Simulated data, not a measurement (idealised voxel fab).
Documented hereafter: the process module known as voxel ribs on slabs.
Shown is cross-section cut, with a width of 220 nm and square cells of size 5 nm.
A cross-section is a grid of square cells, given in bands from the top down. A band is one or more rows of cells.
The band entry comprises the height of the band's top followed by the height of its bottom, expressed in nm, and subsequently the band's materials from left to right, each stated together with its width in nm. Where a single material is marked with the word "full width", that material fills the band from edge to edge. The word "air" represents empty space.
Where do heights start? At 0: under that level the wafer as delivered is made of one material only. And the lowest band has no floor; it just carries on downward, as in "top 0, no bottom".
A width such as "30 to 40" changes by the same amount from each row of cells to the next, from the band's top row to its bottom row.
Basically "left unchanged" means that step didn't change any cell in the cross-section.
"Enclosed void catalog" lists enclosed empty spaces (at least 8 cells, no open path upward to the top), each as width x height at distance from the left edge, in nm.
Read whatever lies past the settings on a step's line as the simulator's own remark about the step.
overlay nm: step with mask; distance mask lay right of planned place; negative value = left of planned place.
-- Process steps (planned)
- 1: RECEIVE (material Si)
- 2: DIRECTIONAL_DEP (material SiO2; thk nm 20)
- 3: DIRECTIONAL_DEP (material SiN; thk nm 25)
- 4: DIRECTIONAL_DEP (material aC; thk nm 15)
- 5: PATTERN (tone cover; mask id RIB; material resist; width nm 15; thk nm 30; overlay nm 0)
- 6: DIRECTIONAL_ETCH (etch materials aC; depth nm 15)
- 7: STRIP (etch materials resist)
- 8: DIRECTIONAL_ETCH (etch materials SiN; depth nm 20)
- 9: STRIP (etch materials aC)
- 10: DIRECTIONAL_DEP (material aC; thk nm 10)
- 11: PATTERN (tone cover; mask id SLAB; material resist; width nm 45; thk nm 30; overlay nm 0)
- 12: DIRECTIONAL_ETCH (etch materials aC; depth nm 10)
- 13: STRIP (etch materials resist)
- 14: DIRECTIONAL_ETCH (etch materials SiN; depth nm 5)
- 15: STRIP (etch materials aC)
- 16: FILL_DEP (material SiO2; thk nm 25)
- 17: CMP (height nm 60)
- 18: DIRECTIONAL_DEP (material TiN; thk nm 5)
- 19: MASKED_ETCH (tone cover; mask id HEATER; width nm 25; etch materials TiN; depth nm 5; overlay nm 0)
- 20: CONFORMAL_DEP (material SiO2; thk nm 10)
-- Wafer cross-section on receipt, i.e. after step 1
	top 0, no bottom | Si full width
	Enclosed void catalog: none
-- First wafer of two, sectioned at end of module; run went per plan
	top 75, bottom 70 | 85 nm air, 45 nm SiO2, 90 nm air
	top 70, bottom 65 | SiO2 full width
	top 65, bottom 60 | 95 nm SiO2, 25 nm TiN, 100 nm SiO2
	top 60, bottom 45 | SiO2 full width
	top 45, bottom 25 | 100 nm SiO2, 15 nm SiN, 105 nm SiO2
	top 25, bottom 20 | 85 nm SiO2, 45 nm SiN, 90 nm SiO2
	top 20, bottom 0 | SiO2 full width
	top 0, no bottom | Si full width
	Enclosed void catalog: none
-- The second wafer, shown in cross-section after the module: started the same way as the first and given the same plan, yet one mistake crept into how it was run
	top 75, bottom 70 | 85 nm air, 45 nm SiO2, 90 nm air
	top 70, bottom 65 | SiO2 full width
	top 65, bottom 60 | 95 nm SiO2, 25 nm TiN, 100 nm SiO2
	top 60, bottom 45 | SiO2 full width
	top 45, bottom 40 | 85 nm SiO2, 15 nm SiN, 15 nm SiO2, 15 nm SiN, 90 nm SiO2
	top 40, bottom 25 | 100 nm SiN, 15 nm SiO2, 105 nm SiN
	top 25, bottom 20 | SiN full width
	top 20, bottom 0 | SiO2 full width
	top 0, no bottom | Si full width
	Enclosed void catalog: none
What went wrong in running the wafer? contrary to plan, step 5 was performed as PATTERN (tone open; mask id RIB; material resist; width nm 15; thk nm 30; overlay nm 0)
Wrapping up, a cell-based count of both wafers puts the second over or under the first for these materials: SiN: 152 more, SiO2: 152 fewer
